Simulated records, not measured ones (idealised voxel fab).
The process module presented herein is designated voxel capacitor over wiring.
We display cut, a cross-section 240 nm in width whose square cells are each 5 nm.
When this document writes out a cross-section, it uses a grid of square cells and lists it as bands, beginning at the top and moving down, with a band standing for one or more rows of cells. In this notation a band is specified by the heights of its top and bottom, in that order and in nm, after which its materials appear from left to right, each paired with its width in nm. The word "throughout" attached to a single material means that material fills the band from edge to edge; the word "empty" stands for empty space. Ref level 0: as-received wafer is one material below here. Bottom band extends down with no lower bound ("0 and below"). Width "30..40": first value at the band's top row of cells, second value at its bottom row, equal change from row to row. "no change occurred" means the step left every cell of the cross-section as it was. "Voids, fully enclosed" enumerates empty spaces isolated from the top, with no open way to it, that contain at least 8 cells, giving each as width x height at distance from the left edge, all three in nm. Anything after a step's settings on that line? It's the simulator's own note about the step. "overlay nm", when on a step's line for a step with a mask, measures how far to the right of its planned place the mask lay; a negative measure means to the left.

Planned process steps:
1: RECEIVE with material Si
2: CONFORMAL_DEP with material SiO2, thk nm 15
3: CONFORMAL_DEP with material SiCN, thk nm 5
4: DIRECTIONAL_DEP with material SiO2, thk nm 15
5: PATTERN with tone open, mask id METAL_1, material resist, width nm 25, pitch nm 85, thk nm 15, overlay nm 0
6: DIRECTIONAL_ETCH with etch materials SiO2, depth nm 15
7: DIRECTIONAL_ETCH with etch materials SiCN, depth nm 5
8: STRIP with etch materials resist
9: CONFORMAL_DEP with material TiN, thk nm 5
10: FILL_DEP with material Ru, thk nm 10
11: CMP with height nm 35
12: CONFORMAL_DEP with material SiCN, thk nm 5
13: DIRECTIONAL_DEP with material lowk, thk nm 10
14: PATTERN with tone open, mask id PLUG_1, material resist, width nm 15, thk nm 20, overlay nm 0
15: DIRECTIONAL_ETCH with etch materials lowk, depth nm 10
16: DIRECTIONAL_ETCH with etch materials SiCN, depth nm 5
17: STRIP with etch materials resist
18: EPI with material Ru, thk nm 10
19: EPI with material Ru, thk nm 5
20: DIRECTIONAL_DEP with material TiN, thk nm 5
21: DIRECTIONAL_DEP with material Al2O3, thk nm 5
22: DIRECTIONAL_DEP with material TiN, thk nm 5
23: DIRECTIONAL_DEP with material aC, thk nm 15
24: PATTERN with tone cover, mask id UPPER_PLATE, material resist, width nm 65, thk nm 30, overlay nm 0
25: DIRECTIONAL_ETCH with etch materials aC, depth nm 15
26: STRIP with etch materials resist
27: DIRECTIONAL_ETCH with etch materials TiN, depth nm 5
28: DIRECTIONAL_ETCH with etch materials Al2O3, depth nm 5
29: STRIP with etch materials aC
30: PATTERN with tone cover, mask id LOWER_PLATE, material resist, width nm 75, thk nm 20, overlay nm 0
31: DIRECTIONAL_ETCH with etch materials TiN, depth nm 5
32: STRIP with etch materials resist
33: FILL_DEP with material SiO2, thk nm 15
34: CMP with height nm 75
35: DIRECTIONAL_DEP with material aC, thk nm 15
36: PATTERN with tone open, mask id PLUG_2, material resist, width nm 15, thk nm 35, overlay nm 0
37: DIRECTIONAL_ETCH with etch materials aC, depth nm 15
38: STRIP with etch materials resist
39: DIRECTIONAL_ETCH with etch materials SiO2, depth nm 10
40: STRIP with etch materials aC
41: CONFORMAL_DEP with material TiN, thk nm 5
42: FILL_DEP with material W, thk nm 5
43: CMP with height nm 75
44: CONFORMAL_DEP with material SiCN, thk nm 5

as received, after step 1:
  0 and below = Si throughout
  Voids, fully enclosed: none

Cross-section: first of two wafers, module finished, run according to plan:
  80 down to 75 = SiCN throughout
  75 down to 70 = SiO2: 85 / TiN: 5 / W: 5 / TiN: 5 / SiO2: 140
  70 down to 60 = SiO2: 85..75 / TiN: 15..65 / SiO2: 140..100
  60 down to 55 = SiO2: 75 / Al2O3: 65 / SiO2: 100
  55 down to 50 = SiO2: 70 / TiN: 75 / SiO2: 95
  50 down to 40 = lowk: 75 / Ru: 15 / lowk: 150
  40 down to 35 = SiCN: 75 / Ru: 15 / SiCN: 150
  35 down to 20 = SiO2: 65 / TiN: 5 / Ru: 15 / TiN: 5 / SiO2: 60 / TiN: 5 / Ru: 15 / TiN: 5 / SiO2: 65
  20 down to 15 = SiCN: 65 / TiN: 25 / SiCN: 60 / TiN: 25 / SiCN: 65
  15 down to 0 = SiO2 throughout
  0 and below = Si throughout
  Voids, fully enclosed: none

Second of two wafers, module complete, sectioned: it shares the first wafer's start and plan but was run with one mistake:
  80 down to 75 = SiCN throughout
  75 down to 70 = SiO2: 85 / TiN: 5 / W: 5 / TiN: 5 / SiO2: 140
  70 down to 65 = SiO2: 85 / TiN: 15 / SiO2: 140
  65 down to 60 = SiO2 throughout
  60 down to 55 = SiO2: 75 / Al2O3: 65 / SiO2: 100
  55 down to 50 = SiO2: 70 / TiN: 75 / SiO2: 95
  50 down to 40 = lowk: 75 / Ru: 15 / lowk: 150
  40 down to 35 = SiCN: 75 / Ru: 15 / SiCN: 150
  35 down to 20 = SiO2: 65 / TiN: 5 / Ru: 15 / TiN: 5 / SiO2: 60 / TiN: 5 / Ru: 15 / TiN: 5 / SiO2: 65
  20 down to 15 = SiCN: 65 / TiN: 25 / SiCN: 60 / TiN: 25 / SiCN: 65
  15 down to 0 = SiO2 throughout
  0 and below = Si throughout
  Voids, fully enclosed: none
Here's what went sideways: step 22 of the plan was bypassed and not carried out
at the end the second wafer has, in cells: 13 more of SiO2 | 13 fewer of TiN
